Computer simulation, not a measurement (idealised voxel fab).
process module | voxel wiring stack
cross-section cut | 205 nm wide | cells 5 nm
A cross-section is a grid of square cells, given in bands from the top down. A band is one or more rows of cells.
Each band's line starts with the height of the band's top and of its bottom, in nm. Then come its materials from left to right, each with its width in nm. One material with "throughout" fills the band from edge to edge. "air" is empty space.
Height 0 is the level under which the wafer as received is all one material. The lowest band goes on downwards, as in "0 down".
A width such as "30 to 40" changes by the same amount from each row of cells to the next, from the band's top row to its bottom row.
"no change" after a step means that no cell of the cross-section changed.
closed voids: empty space of 8 cells or more with no open way to the top, each as width x height at its distance from the left edge, in nm
after a step's settings: what the simulator itself notes on the step
overlay nm, on a step with a mask: how far to the right of its planned place the mask lay; to the left if negative
plan
1 op RECEIVE | material Si
2 op CONFORMAL_DEP | material SiO2 | thk nm 15
3 op DIRECTIONAL_DEP | material TiN | thk nm 5
4 op DIRECTIONAL_DEP | material W | thk nm 20
5 op PATTERN | tone cover | mask id METAL_1 | material resist | width nm 30 | pitch nm 45 | thk nm 15 | overlay nm 0
6 op DIRECTIONAL_ETCH | etch materials W | depth nm 20
7 op DIRECTIONAL_ETCH | etch materials TiN | depth nm 5
8 op STRIP | etch materials resist
9 op FILL_DEP | material lowk | thk nm 10
10 op CMP | height nm 40
11 op CONFORMAL_DEP | material SiCN | thk nm 5
12 op DIRECTIONAL_DEP | material lowk | thk nm 15
13 op DIRECTIONAL_DEP | material aC | thk nm 15
14 op PATTERN | tone open | mask id PLUG_1 | material resist | width nm 15 | pitch nm 45 | thk nm 30 | overlay nm 0
15 op DIRECTIONAL_ETCH | etch materials aC | depth nm 15
16 op STRIP | etch materials resist
17 op DIRECTIONAL_ETCH | etch materials lowk | depth nm 15
18 op DIRECTIONAL_ETCH | etch materials SiCN | depth nm 5
19 op STRIP | etch materials aC
20 op EPI | material Ru | thk nm 10
21 op EPI | material Ru | thk nm 10
22 op DIRECTIONAL_DEP | material TiN | thk nm 5
23 op DIRECTIONAL_DEP | material Ru | thk nm 25
24 op PATTERN | tone cover | mask id METAL_2 | material resist | width nm 30 | pitch nm 45 | thk nm 15 | overlay nm 0
25 op DIRECTIONAL_ETCH | etch materials Ru | depth nm 25
26 op DIRECTIONAL_ETCH | etch materials TiN | depth nm 5
27 op STRIP | etch materials resist
28 op FILL_DEP | material SiO2 | thk nm 10
29 op CMP | height nm 90
30 op CONFORMAL_DEP | material SiCN | thk nm 5
31 op DIRECTIONAL_DEP | material SiO2 | thk nm 15
32 op DIRECTIONAL_DEP | material aC | thk nm 15
33 op PATTERN | tone open | mask id PLUG_2 | material resist | width nm 15 | pitch nm 90 | thk nm 35 | overlay nm 0
34 op DIRECTIONAL_ETCH | etch materials aC | depth nm 15
35 op STRIP | etch materials resist
36 op DIRECTIONAL_ETCH | etch materials SiO2 | depth nm 15
37 op DIRECTIONAL_ETCH | etch materials SiCN | depth nm 5
38 op STRIP | etch materials aC
39 op CONFORMAL_DEP | material TiN | thk nm 5
40 op FILL_DEP | material Ru | thk nm 5
41 op CMP | height nm 110
42 op DIRECTIONAL_DEP | material TiN | thk nm 5
43 op DIRECTIONAL_DEP | material Ru | thk nm 15
44 op MASKED_ETCH | tone cover | mask id METAL_3 | width nm 30 | pitch nm 45 | etch materials Ru | depth nm 15 | overlay nm 0
45 op MASKED_ETCH | tone cover | mask id METAL_3 | width nm 30 | pitch nm 45 | etch materials TiN | depth nm 5 | overlay nm 0
46 op CONFORMAL_DEP | material SiCN | thk nm 5
47 op FILL_DEP | material SiO2 | thk nm 5
48 op CMP | height nm 130
49 op CONFORMAL_DEP | material SiN | thk nm 5
first wafer, as planned
as received, after step 1
  0 down: Si throughout
  closed voids: none
after step 2
  15 to 0: SiO2 throughout
  below 0: unchanged
after step 3
  20 to 15: TiN throughout
  below 15: unchanged
after step 4
  40 to 20: W throughout
  below 20: unchanged
after step 5
  55 to 40: air 20 | resist 30 | air 15 | resist 30 | air 15 | resist 30 | air 15 | resist 30 | air 20
  below 40: unchanged
after step 6
  55 to 40: air 20 | resist 30 | air 15 | resist 30 | air 15 | resist 30 | air 15 | resist 30 | air 20
  40 to 20: air 20 | W 30 | air 15 | W 30 | air 15 | W 30 | air 15 | W 30 | air 20
  below 20: unchanged
after step 7
  55 to 40: air 20 | resist 30 | air 15 | resist 30 | air 15 | resist 30 | air 15 | resist 30 | air 20
  40 to 20: air 20 | W 30 | air 15 | W 30 | air 15 | W 30 | air 15 | W 30 | air 20
  20 to 15: air 20 | TiN 30 | air 15 | TiN 30 | air 15 | TiN 30 | air 15 | TiN 30 | air 20
  below 15: unchanged
after step 8
  40 to 20: air 20 | W 30 | air 15 | W 30 | air 15 | W 30 | air 15 | W 30 | air 20
  below 20: unchanged
after step 9
  50 to 40: lowk throughout
  40 to 20: lowk 20 | W 30 | lowk 15 | W 30 | lowk 15 | W 30 | lowk 15 | W 30 | lowk 20
  20 to 15: lowk 20 | TiN 30 | lowk 15 | TiN 30 | lowk 15 | TiN 30 | lowk 15 | TiN 30 | lowk 20
  below 15: unchanged
after step 10
  40 to 20: lowk 20 | W 30 | lowk 15 | W 30 | lowk 15 | W 30 | lowk 15 | W 30 | lowk 20
  below 20: unchanged
after step 11
  45 to 40: SiCN throughout
  below 40: unchanged
after step 12
  60 to 45: lowk throughout
  below 45: unchanged
after step 13
  75 to 60: aC throughout
  below 60: unchanged
after step 14
  105 to 75: resist 20 | air 15 | resist 30 | air 15 | resist 30 | air 15 | resist 30 | air 15 | resist 35
  below 75: unchanged
after step 15
  90 to 75: resist 20 | air 15 | resist 30 | air 15 | resist 30 | air 15 | resist 30 | air 15 | resist 35
  75 to 60: aC 20 | air 15 | aC 30 | air 15 | aC 30 | air 15 | aC 30 | air 15 | aC 35
  below 60: unchanged
after step 16
  75 to 60: aC 20 | air 15 | aC 30 | air 15 | aC 30 | air 15 | aC 30 | air 15 | aC 35
  below 60: unchanged
after step 17
  75 to 60: aC 20 | air 15 | aC 30 | air 15 | aC 30 | air 15 | aC 30 | air 15 | aC 35
  60 to 45: lowk 20 | air 15 | lowk 30 | air 15 | lowk 30 | air 15 | lowk 30 | air 15 | lowk 35
  below 45: unchanged
after step 18
  75 to 60: aC 20 | air 15 | aC 30 | air 15 | aC 30 | air 15 | aC 30 | air 15 | aC 35
  60 to 45: lowk 20 | air 15 | lowk 30 | air 15 | lowk 30 | air 15 | lowk 30 | air 15 | lowk 35
  45 to 40: SiCN 20 | air 15 | SiCN 30 | air 15 | SiCN 30 | air 15 | SiCN 30 | air 15 | SiCN 35
  below 40: unchanged
after step 19
  60 to 45: lowk 20 | air 15 | lowk 30 | air 15 | lowk 30 | air 15 | lowk 30 | air 15 | lowk 35
  below 45: unchanged
after step 20
  60 to 50: lowk 20 | air 15 | lowk 30 | air 15 | lowk 30 | air 15 | lowk 30 | air 15 | lowk 35
  50 to 45: lowk 20 | Ru 15 | lowk 30 | Ru 15 | lowk 30 | Ru 15 | lowk 30 | Ru 15 | lowk 35
  45 to 40: SiCN 20 | Ru 15 | SiCN 30 | Ru 15 | SiCN 30 | Ru 15 | SiCN 30 | Ru 15 | SiCN 35
  below 40: unchanged
after step 21
  60 to 45: lowk 20 | Ru 15 | lowk 30 | Ru 15 | lowk 30 | Ru 15 | lowk 30 | Ru 15 | lowk 35
  below 45: unchanged
after step 22
  65 to 60: TiN throughout
  below 60: unchanged
after step 23
  90 to 65: Ru throughout
  below 65: unchanged
after step 24
  105 to 90: air 20 | resist 30 | air 15 | resist 30 | air 15 | resist 30 | air 15 | resist 30 | air 20
  below 90: unchanged
after step 25
  105 to 90: air 20 | resist 30 | air 15 | resist 30 | air 15 | resist 30 | air 15 | resist 30 | air 20
  90 to 65: air 20 | Ru 30 | air 15 | Ru 30 | air 15 | Ru 30 | air 15 | Ru 30 | air 20
  below 65: unchanged
after step 26
  105 to 90: air 20 | resist 30 | air 15 | resist 30 | air 15 | resist 30 | air 15 | resist 30 | air 20
  90 to 65: air 20 | Ru 30 | air 15 | Ru 30 | air 15 | Ru 30 | air 15 | Ru 30 | air 20
  65 to 60: air 20 | TiN 30 | air 15 | TiN 30 | air 15 | TiN 30 | air 15 | TiN 30 | air 20
  below 60: unchanged
after step 27
  90 to 65: air 20 | Ru 30 | air 15 | Ru 30 | air 15 | Ru 30 | air 15 | Ru 30 | air 20
  below 65: unchanged
after step 28
  100 to 90: SiO2 throughout
  90 to 65: SiO2 20 | Ru 30 | SiO2 15 | Ru 30 | SiO2 15 | Ru 30 | SiO2 15 | Ru 30 | SiO2 20
  65 to 60: SiO2 20 | TiN 30 | SiO2 15 | TiN 30 | SiO2 15 | TiN 30 | SiO2 15 | TiN 30 | SiO2 20
  below 60: unchanged
after step 29
  90 to 65: SiO2 20 | Ru 30 | SiO2 15 | Ru 30 | SiO2 15 | Ru 30 | SiO2 15 | Ru 30 | SiO2 20
  below 65: unchanged
after step 30
  95 to 90: SiCN throughout
  below 90: unchanged
after step 31
  110 to 95: SiO2 throughout
  below 95: unchanged
after step 32
  125 to 110: aC throughout
  below 110: unchanged
after step 33
  160 to 125: resist 20 | air 15 | resist 75 | air 15 | resist 80
  below 125: unchanged
after step 34
  145 to 125: resist 20 | air 15 | resist 75 | air 15 | resist 80
  125 to 110: aC 20 | air 15 | aC 75 | air 15 | aC 80
  below 110: unchanged
after step 35
  125 to 110: aC 20 | air 15 | aC 75 | air 15 | aC 80
  below 110: unchanged
after step 36
  125 to 110: aC 20 | air 15 | aC 75 | air 15 | aC 80
  110 to 95: SiO2 20 | air 15 | SiO2 75 | air 15 | SiO2 80
  below 95: unchanged
after step 37
  125 to 110: aC 20 | air 15 | aC 75 | air 15 | aC 80
  110 to 95: SiO2 20 | air 15 | SiO2 75 | air 15 | SiO2 80
  95 to 90: SiCN 20 | air 15 | SiCN 75 | air 15 | SiCN 80
  below 90: unchanged
after step 38
  110 to 95: SiO2 20 | air 15 | SiO2 75 | air 15 | SiO2 80
  below 95: unchanged
after step 39
  115 to 110: TiN 25 | air 5 | TiN 85 | air 5 | TiN 85
  110 to 95: SiO2 20 | TiN 5 | air 5 | TiN 5 | SiO2 75 | TiN 5 | air 5 | TiN 5 | SiO2 80
  95 to 90: SiCN 20 | TiN 15 | SiCN 75 | TiN 15 | SiCN 80
  below 90: unchanged
after step 40
  120 to 115: Ru throughout
  115 to 110: TiN 25 | Ru 5 | TiN 85 | Ru 5 | TiN 85
  110 to 95: SiO2 20 | TiN 5 | Ru 5 | TiN 5 | SiO2 75 | TiN 5 | Ru 5 | TiN 5 | SiO2 80
  below 95: unchanged
after step 41
  110 to 95: SiO2 20 | TiN 5 | Ru 5 | TiN 5 | SiO2 75 | TiN 5 | Ru 5 | TiN 5 | SiO2 80
  below 95: unchanged
after step 42
  115 to 110: TiN throughout
  below 110: unchanged
after step 43
  130 to 115: Ru throughout
  below 115: unchanged
after step 44
  130 to 115: air 20 | Ru 30 | air 15 | Ru 30 | air 15 | Ru 30 | air 15 | Ru 30 | air 20
  below 115: unchanged
after step 45
  130 to 115: air 20 | Ru 30 | air 15 | Ru 30 | air 15 | Ru 30 | air 15 | Ru 30 | air 20
  115 to 110: air 20 | TiN 30 | air 15 | TiN 30 | air 15 | TiN 30 | air 15 | TiN 30 | air 20
  below 110: unchanged
after step 46
  135 to 130: air 15 | SiCN 40 | air 5 | SiCN 40 | air 5 | SiCN 40 | air 5 | SiCN 40 | air 15
  130 to 115: air 15 | SiCN 5 | Ru 30 | SiCN 5 | air 5 | SiCN 5 | Ru 30 | SiCN 5 | air 5 | SiCN 5 | Ru 30 | SiCN 5 | air 5 | SiCN 5 | Ru 30 | SiCN 5 | air 15
  115 to 110: SiCN 20 | TiN 30 | SiCN 15 | TiN 30 | SiCN 15 | TiN 30 | SiCN 15 | TiN 30 | SiCN 20
  below 110: unchanged
after step 47
  140 to 135: SiO2 throughout
  135 to 130: SiO2 15 | SiCN 40 | SiO2 5 | SiCN 40 | SiO2 5 | SiCN 40 | SiO2 5 | SiCN 40 | SiO2 15
  130 to 115: SiO2 15 | SiCN 5 | Ru 30 | SiCN 5 | SiO2 5 | SiCN 5 | Ru 30 | SiCN 5 | SiO2 5 | SiCN 5 | Ru 30 | SiCN 5 | SiO2 5 | SiCN 5 | Ru 30 | SiCN 5 | SiO2 15
  below 115: unchanged
after step 48
  130 to 115: SiO2 15 | SiCN 5 | Ru 30 | SiCN 5 | SiO2 5 | SiCN 5 | Ru 30 | SiCN 5 | SiO2 5 | SiCN 5 | Ru 30 | SiCN 5 | SiO2 5 | SiCN 5 | Ru 30 | SiCN 5 | SiO2 15
  below 115: unchanged
after step 49
  135 to 130: SiN throughout
  below 130: unchanged
second wafer: like start, like plan, one mistake. Through step 11 it matches the first wafer
when step 12 should have ended
  75 to 45: lowk throughout
  below 45: unchanged
when step 13 should have ended
  90 to 75: aC throughout
  below 75: unchanged
when step 14 should have ended
  120 to 90: resist 20 | air 15 | resist 30 | air 15 | resist 30 | air 15 | resist 30 | air 15 | resist 35
  below 90: unchanged
when step 15 should have ended
  105 to 90: resist 20 | air 15 | resist 30 | air 15 | resist 30 | air 15 | resist 30 | air 15 | resist 35
  90 to 75: aC 20 | air 15 | aC 30 | air 15 | aC 30 | air 15 | aC 30 | air 15 | aC 35
  below 75: unchanged
when step 16 should have ended
  90 to 75: aC 20 | air 15 | aC 30 | air 15 | aC 30 | air 15 | aC 30 | air 15 | aC 35
  below 75: unchanged
when step 17 should have ended
  90 to 75: aC 20 | air 15 | aC 30 | air 15 | aC 30 | air 15 | aC 30 | air 15 | aC 35
  75 to 60: lowk 20 | air 15 | lowk 30 | air 15 | lowk 30 | air 15 | lowk 30 | air 15 | lowk 35
  below 60: unchanged
when step 18 should have ended: no change
when step 19 should have ended
  75 to 60: lowk 20 | air 15 | lowk 30 | air 15 | lowk 30 | air 15 | lowk 30 | air 15 | lowk 35
  below 60: unchanged
when step 20 should have ended: no change
when step 21 should have ended: no change
when step 22 should have ended
  80 to 75: TiN 20 | air 15 | TiN 30 | air 15 | TiN 30 | air 15 | TiN 30 | air 15 | TiN 35
  75 to 65: lowk 20 | air 15 | lowk 30 | air 15 | lowk 30 | air 15 | lowk 30 | air 15 | lowk 35
  65 to 60: lowk 20 | TiN 15 | lowk 30 | TiN 15 | lowk 30 | TiN 15 | lowk 30 | TiN 15 | lowk 35
  below 60: unchanged
when step 23 should have ended
  105 to 90: Ru 20 | air 15 | Ru 30 | air 15 | Ru 30 | air 15 | Ru 30 | air 15 | Ru 35
  90 to 80: Ru throughout
  80 to 75: TiN 20 | Ru 15 | TiN 30 | Ru 15 | TiN 30 | Ru 15 | TiN 30 | Ru 15 | TiN 35
  75 to 65: lowk 20 | Ru 15 | lowk 30 | Ru 15 | lowk 30 | Ru 15 | lowk 30 | Ru 15 | lowk 35
  below 65: unchanged
when step 24 should have ended
  120 to 105: air 20 | resist 30 | air 15 | resist 30 | air 15 | resist 30 | air 15 | resist 30 | air 20
  105 to 90: Ru 20 | resist 15 | Ru 30 | resist 15 | Ru 30 | resist 15 | Ru 30 | resist 15 | Ru 35
  below 90: unchanged
when step 25 should have ended
  120 to 105: air 20 | resist 30 | air 15 | resist 30 | air 15 | resist 30 | air 15 | resist 30 | air 20
  105 to 90: air 20 | resist 15 | Ru 15 | air 15 | resist 15 | Ru 15 | air 15 | resist 15 | Ru 15 | air 15 | resist 15 | Ru 15 | air 20
  90 to 80: air 20 | Ru 30 | air 15 | Ru 30 | air 15 | Ru 30 | air 15 | Ru 30 | air 20
  below 80: unchanged
when step 26 should have ended
  120 to 105: air 20 | resist 30 | air 15 | resist 30 | air 15 | resist 30 | air 15 | resist 30 | air 20
  105 to 90: air 20 | resist 15 | Ru 15 | air 15 | resist 15 | Ru 15 | air 15 | resist 15 | Ru 15 | air 15 | resist 15 | Ru 15 | air 20
  90 to 80: air 20 | Ru 30 | air 15 | Ru 30 | air 15 | Ru 30 | air 15 | Ru 30 | air 20
  80 to 75: air 20 | Ru 15 | TiN 15 | air 15 | Ru 15 | TiN 15 | air 15 | Ru 15 | TiN 15 | air 15 | Ru 15 | TiN 15 | air 20
  below 75: unchanged
when step 27 should have ended
  105 to 90: air 35 | Ru 15 | air 30 | Ru 15 | air 30 | Ru 15 | air 30 | Ru 15 | air 20
  below 90: unchanged
when step 28 should have ended
  115 to 105: SiO2 throughout
  105 to 90: SiO2 35 | Ru 15 | SiO2 30 | Ru 15 | SiO2 30 | Ru 15 | SiO2 30 | Ru 15 | SiO2 20
  90 to 80: SiO2 20 | Ru 30 | SiO2 15 | Ru 30 | SiO2 15 | Ru 30 | SiO2 15 | Ru 30 | SiO2 20
  80 to 75: SiO2 20 | Ru 15 | TiN 15 | SiO2 15 | Ru 15 | TiN 15 | SiO2 15 | Ru 15 | TiN 15 | SiO2 15 | Ru 15 | TiN 15 | SiO2 20
  below 75: unchanged
when step 29 should have ended
  90 to 80: SiO2 20 | Ru 30 | SiO2 15 | Ru 30 | SiO2 15 | Ru 30 | SiO2 15 | Ru 30 | SiO2 20
  below 80: unchanged
when step 30 should have ended
  95 to 90: SiCN throughout
  below 90: unchanged
when step 31 should have ended
  110 to 95: SiO2 throughout
  below 95: unchanged
when step 32 should have ended
  125 to 110: aC throughout
  below 110: unchanged
when step 33 should have ended
  160 to 125: resist 20 | air 15 | resist 75 | air 15 | resist 80
  below 125: unchanged
when step 34 should have ended
  145 to 125: resist 20 | air 15 | resist 75 | air 15 | resist 80
  125 to 110: aC 20 | air 15 | aC 75 | air 15 | aC 80
  below 110: unchanged
when step 35 should have ended
  125 to 110: aC 20 | air 15 | aC 75 | air 15 | aC 80
  below 110: unchanged
when step 36 should have ended
  125 to 110: aC 20 | air 15 | aC 75 | air 15 | aC 80
  110 to 95: SiO2 20 | air 15 | SiO2 75 | air 15 | SiO2 80
  below 95: unchanged
when step 37 should have ended
  125 to 110: aC 20 | air 15 | aC 75 | air 15 | aC 80
  110 to 95: SiO2 20 | air 15 | SiO2 75 | air 15 | SiO2 80
  95 to 90: SiCN 20 | air 15 | SiCN 75 | air 15 | SiCN 80
  below 90: unchanged
when step 38 should have ended
  110 to 95: SiO2 20 | air 15 | SiO2 75 | air 15 | SiO2 80
  below 95: unchanged
when step 39 should have ended
  115 to 110: TiN 25 | air 5 | TiN 85 | air 5 | TiN 85
  110 to 95: SiO2 20 | TiN 5 | air 5 | TiN 5 | SiO2 75 | TiN 5 | air 5 | TiN 5 | SiO2 80
  95 to 90: SiCN 20 | TiN 15 | SiCN 75 | TiN 15 | SiCN 80
  below 90: unchanged
when step 40 should have ended
  120 to 115: Ru throughout
  115 to 110: TiN 25 | Ru 5 | TiN 85 | Ru 5 | TiN 85
  110 to 95: SiO2 20 | TiN 5 | Ru 5 | TiN 5 | SiO2 75 | TiN 5 | Ru 5 | TiN 5 | SiO2 80
  below 95: unchanged
when step 41 should have ended
  110 to 95: SiO2 20 | TiN 5 | Ru 5 | TiN 5 | SiO2 75 | TiN 5 | Ru 5 | TiN 5 | SiO2 80
  below 95: unchanged
when step 42 should have ended
  115 to 110: TiN throughout
  below 110: unchanged
when step 43 should have ended
  130 to 115: Ru throughout
  below 115: unchanged
when step 44 should have ended
  130 to 115: air 20 | Ru 30 | air 15 | Ru 30 | air 15 | Ru 30 | air 15 | Ru 30 | air 20
  below 115: unchanged
when step 45 should have ended
  130 to 115: air 20 | Ru 30 | air 15 | Ru 30 | air 15 | Ru 30 | air 15 | Ru 30 | air 20
  115 to 110: air 20 | TiN 30 | air 15 | TiN 30 | air 15 | TiN 30 | air 15 | TiN 30 | air 20
  below 110: unchanged
when step 46 should have ended
  135 to 130: air 15 | SiCN 40 | air 5 | SiCN 40 | air 5 | SiCN 40 | air 5 | SiCN 40 | air 15
  130 to 115: air 15 | SiCN 5 | Ru 30 | SiCN 5 | air 5 | SiCN 5 | Ru 30 | SiCN 5 | air 5 | SiCN 5 | Ru 30 | SiCN 5 | air 5 | SiCN 5 | Ru 30 | SiCN 5 | air 15
  115 to 110: SiCN 20 | TiN 30 | SiCN 15 | TiN 30 | SiCN 15 | TiN 30 | SiCN 15 | TiN 30 | SiCN 20
  below 110: unchanged
when step 47 should have ended
  140 to 135: SiO2 throughout
  135 to 130: SiO2 15 | SiCN 40 | SiO2 5 | SiCN 40 | SiO2 5 | SiCN 40 | SiO2 5 | SiCN 40 | SiO2 15
  130 to 115: SiO2 15 | SiCN 5 | Ru 30 | SiCN 5 | SiO2 5 | SiCN 5 | Ru 30 | SiCN 5 | SiO2 5 | SiCN 5 | Ru 30 | SiCN 5 | SiO2 5 | SiCN 5 | Ru 30 | SiCN 5 | SiO2 15
  below 115: unchanged
when step 48 should have ended
  130 to 115: SiO2 15 | SiCN 5 | Ru 30 | SiCN 5 | SiO2 5 | SiCN 5 | Ru 30 | SiCN 5 | SiO2 5 | SiCN 5 | Ru 30 | SiCN 5 | SiO2 5 | SiCN 5 | Ru 30 | SiCN 5 | SiO2 15
  below 115: unchanged
when step 49 should have ended
  135 to 130: SiN throughout
  below 130: unchanged
what went wrong: step 12 was run twice
at the end the second wafer has, in cells: 84 fewer of Ru | 12 more of SiCN | 51 fewer of SiO2 | 123 more of lowk
